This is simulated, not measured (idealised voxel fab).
process module | voxel transistor to metal
cross-section cut | 200 nm wide | cells 5 nm
A cross-section is a grid of square cells, given in bands from the top down. A band is one or more rows of cells.
Each band's line starts with the height of the band's top and of its bottom, in nm. Then come its materials from left to right, each with its width in nm. One material with "throughout" fills the band from edge to edge. "air" is empty space.
Height 0 is the level under which the wafer as received is all one material. The lowest band goes on downwards, as in "0 down".
A width such as "30 to 40" changes by the same amount from each row of cells to the next, from the band's top row to its bottom row.
"no change" after a step means that no cell of the cross-section changed.
closed voids: empty space of 8 cells or more with no open way to the top, each as width x height at its distance from the left edge, in nm
after a step's settings: what the simulator itself notes on the step
overlay nm, on a step with a mask: how far to the right of its planned place the mask lay; to the left if negative
plan
1 op RECEIVE | material Si
2 op CONFORMAL_DEP | material SiO2 | thk nm 5
3 op CONFORMAL_DEP | material SiN | thk nm 15
4 op PATTERN | tone cover | mask id ACTIVE | material resist | width nm 105 | thk nm 15 | overlay nm 0
5 op DIRECTIONAL_ETCH | etch materials SiN | depth nm 15
6 op DIRECTIONAL_ETCH | etch materials SiO2 | depth nm 5
7 op DIRECTIONAL_ETCH | etch materials Si | depth nm 35
8 op STRIP | etch materials resist
9 op OXIDIZE | depth nm 5
10 op FILL_DEP | material SiO2 | thk nm 5
11 op CMP | height nm 20
12 op SELECTIVE_ETCH | etch materials SiO2 | depth nm 15
13 op STRIP | etch materials SiN
14 op SELECTIVE_ETCH | etch materials SiO2 | depth nm 5
15 op OXIDIZE | depth nm 5
16 op DIRECTIONAL_DEP | material polySi | thk nm 30
17 op DIRECTIONAL_DEP | material SiCN | thk nm 15
18 op DIRECTIONAL_DEP | material aC | thk nm 15
19 op PATTERN | tone cover | mask id GATE | material resist | width nm 15 | thk nm 30 | overlay nm 0
20 op DIRECTIONAL_ETCH | etch materials aC | depth nm 15
21 op STRIP | etch materials resist
22 op DIRECTIONAL_ETCH | etch materials SiCN | depth nm 25
23 op DIRECTIONAL_ETCH | etch materials polySi | depth nm 40
24 op STRIP | etch materials aC
25 op CONFORMAL_DEP | material SiN | thk nm 10
26 op DIRECTIONAL_ETCH | etch materials SiN | depth nm 10
27 op DIRECTIONAL_ETCH | etch materials SiO2 | depth nm 5
28 op DIRECTIONAL_ETCH | etch materials Si | depth nm 10
29 op EPI | material pSi | thk nm 15
30 op FILL_DEP | material SiO2 | thk nm 5
31 op CMP | height nm 45
32 op DIRECTIONAL_DEP | material SiO2 | thk nm 10
33 op MASKED_ETCH | tone open | mask id CONTACT | width nm 20 | pitch nm 75 | etch materials SiO2 | depth nm 55 | overlay nm 0
34 op CONFORMAL_DEP | material TiN | thk nm 5
35 op FILL_DEP | material Ru | thk nm 10
36 op CMP | height nm 55
37 op CONFORMAL_DEP | material SiCN | thk nm 5
38 op DIRECTIONAL_DEP | material SiO2 | thk nm 20
39 op MASKED_ETCH | tone open | mask id METAL_1 | width nm 20 | pitch nm 75 | etch materials SiO2 | depth nm 20 | overlay nm 0
40 op MASKED_ETCH | tone open | mask id METAL_1 | width nm 20 | pitch nm 75 | etch materials SiCN | depth nm 5 | overlay nm 0
41 op CONFORMAL_DEP | material TiN | thk nm 5
42 op FILL_DEP | material Cu | thk nm 5
43 op CMP | height nm 80
44 op CONFORMAL_DEP | material SiCN | thk nm 5
45 op DIRECTIONAL_DEP | material lowk | thk nm 35
46 op PATTERN | tone open | mask id METAL_2 | material resist | width nm 20 | pitch nm 75 | thk nm 15 | overlay nm 0
47 op DIRECTIONAL_ETCH | etch materials lowk | depth nm 20
48 op STRIP | etch materials resist
49 op MASKED_ETCH | tone open | mask id METAL_2_HOLES | width nm 15 | pitch nm 75 | etch materials lowk | depth nm 15 | overlay nm 0
50 op MASKED_ETCH | tone open | mask id METAL_2_HOLES | width nm 15 | pitch nm 75 | etch materials SiCN | depth nm 5 | overlay nm 0
51 op CONFORMAL_DEP | material TiN | thk nm 5
52 op FILL_DEP | material Ru | thk nm 5
53 op CMP | height nm 120
54 op CONFORMAL_DEP | material SiN | thk nm 5
as received, after step 1
  0 down: Si throughout
  closed voids: none
a wafer at the end: this start, this plan, one mistake
  125 to 120: SiN throughout
  120 to 105: lowk 50 | TiN 5 | Ru 10 | TiN 5 | lowk 55 | TiN 5 | Ru 10 | TiN 5 | lowk 55
  105 to 100: lowk 50 | TiN 5 | Ru 5 | TiN 10 | lowk 55 | TiN 5 | Ru 5 | TiN 10 | lowk 55
  100 to 85: lowk 50 | TiN 5 | Ru 5 | TiN 5 | lowk 60 | TiN 5 | Ru 5 | TiN 5 | lowk 60
  85 to 80: SiCN 50 | TiN 15 | SiCN 60 | TiN 15 | SiCN 60
  80 to 60: SiO2 50 | TiN 5 | Cu 10 | TiN 5 | SiO2 55 | TiN 5 | Cu 10 | TiN 5 | SiO2 55
  60 to 55: SiCN 50 | TiN 20 | SiCN 55 | TiN 20 | SiCN 55
  55 to 50: Ru 45 | TiN 5 | SiO2 20 | TiN 5 | Ru 45 | TiN 5 | SiO2 20 | TiN 5 | Ru 50
  50 to 45: Ru 45 | TiN 5 | SiO2 20 | TiN 55 | SiO2 20 | TiN 5 | Ru 50
  45 to 30: Ru 45 | TiN 5 | SiO2 20 | TiN 10 | SiN 10 | SiCN 15 | SiN 10 | TiN 10 | SiO2 20 | TiN 5 | Ru 50
  30 to 10: Ru 45 | TiN 5 | SiO2 20 | TiN 10 | SiN 10 | polySi 15 | SiN 10 | TiN 10 | SiO2 20 | TiN 5 | Ru 50
  10 to 5: Ru 45 | TiN 5 | SiO2 15 | pSi 15 | SiN 10 | polySi 15 | SiN 10 | pSi 15 | SiO2 15 | TiN 5 | Ru 50
  5 to 0: TiN 50 | SiO2 15 | pSi 15 | SiN 10 | polySi 15 | SiN 10 | pSi 15 | SiO2 15 | TiN 55
  0 to -5: SiO2 45 | pSi 35 | SiO2 35 | pSi 35 | SiO2 50
  -5 to -15: SiO2 50 | pSi 30 | Si 35 | pSi 30 | SiO2 55
  -15 to -40: SiO2 50 | Si 95 | SiO2 55
  -40 down: Si throughout
  closed voids: none
what went wrong: step 33 ran as: op MASKED_ETCH | tone cover | mask id CONTACT | width nm 20 | pitch nm 75 | etch materials SiO2 | depth nm 55 | overlay nm 0
